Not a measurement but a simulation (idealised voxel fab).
Herein follows the process module entitled voxel air gaps.
Cross-sectional view cut (width: 220 nm; square cell size: 5 nm).
Format of a cross-section: grid, square cells. Given as bands. Order: top down. Band: one or more rows of cells.
Top height, bottom height, nm. Materials left to right, width each, nm. Single material + "edge to edge" = fills band edge to edge. "blank" = empty.
For the purposes of this specification, 0 denotes the height below which the wafer in its as-received condition is composed wholly of one material, and the lowermost band, lacking a lower limit, extends downward without end, as expressed in "0 down".
The two numbers in a width such as "30..40" mark its ends across the band: the first belongs to the top row of cells, the second to the bottom row, and from each row to the next the width moves by the same amount.
Basically "no modifications" means that step didn't change any cell in the cross-section.
Basically, "Closed internal cavities" tells you about the enclosed voids: empty spaces with no open way to the top, 8 cells or bigger, each written width x height at distance, where distance is from the left edge, all in nm.
Step line, after settings: the simulator's comment on this step.
A step's line can hold "overlay nm"; with a mask on that step, the setting says how far right of the planned place the mask lay, while a negative setting says it lay to the left.
Steps planned for the process:
1 op RECEIVE | material Si
2 op CONFORMAL_DEP | material SiO2 | thk nm 10
3 op CONFORMAL_DEP | material SiCN | thk nm 5
4 op DIRECTIONAL_DEP | material SiO2 | thk nm 30
5 op PATTERN | tone open | mask id LINES | material resist | width nm 25 | pitch nm 50 | thk nm 15 | overlay nm 0
6 op DIRECTIONAL_ETCH | etch materials SiO2 | depth nm 30
7 op STRIP | etch materials resist
8 op CONFORMAL_DEP | material TiN | thk nm 5
9 op FILL_DEP | material Ru | thk nm 5
10 op CMP | height nm 45
11 op EPI | material Ru | thk nm 10
12 op SELECTIVE_ETCH | etch materials SiO2 | depth nm 40
13 op CONFORMAL_DEP | material SiCN | thk nm 5
Delivered wafer in cross-section: state after step 1:
* 0 down: Si edge to edge
* Closed internal cavities: none
Here's the wafer cut in cross-section after the module, started and planned just like above, except one thing was done wrong in the run:
* 60 to 55: 205 nm SiCN  15 nm blank
* 55 to 45: 5 nm SiCN  45 nm Ru  5 nm SiCN  45 nm Ru  5 nm SiCN  45 nm Ru  5 nm SiCN  45 nm Ru  5 nm SiCN  15 nm blank
* 45 to 40: 15 nm SiCN  5 nm TiN  15 nm Ru  5 nm TiN  25 nm SiCN  5 nm TiN  15 nm Ru  5 nm TiN  25 nm SiCN  5 nm TiN  15 nm Ru  5 nm TiN  25 nm SiCN  5 nm TiN  15 nm Ru  5 nm TiN  15 nm SiCN  15 nm blank
* 40 to 20: 10 nm blank  5 nm SiCN  5 nm TiN  15 nm Ru  5 nm TiN  5 nm SiCN  15 nm blank  5 nm SiCN  5 nm TiN  15 nm Ru  5 nm TiN  5 nm SiCN  15 nm blank  5 nm SiCN  5 nm TiN  15 nm Ru  5 nm TiN  5 nm SiCN  15 nm blank  5 nm SiCN  5 nm TiN  15 nm Ru  5 nm TiN  5 nm SiCN  25 nm blank
* 20 to 15: 15 nm SiCN  25 nm TiN  25 nm SiCN  25 nm TiN  25 nm SiCN  25 nm TiN  25 nm SiCN  25 nm TiN  30 nm SiCN
* 15 to 10: SiCN edge to edge
* 10 to 0: SiO2 edge to edge
* 0 down: Si edge to edge
* Closed internal cavities: 10 x 20 at 0; 15 x 20 at 45; 15 x 20 at 95; 15 x 20 at 145
In executing the process, a mistake was made relative to the plan: in deviation from the planned setting, step 5 was conducted as op PATTERN | tone open | mask id LINES | material resist | width nm 25 | pitch nm 50 | thk nm 15 | overlay nm -5
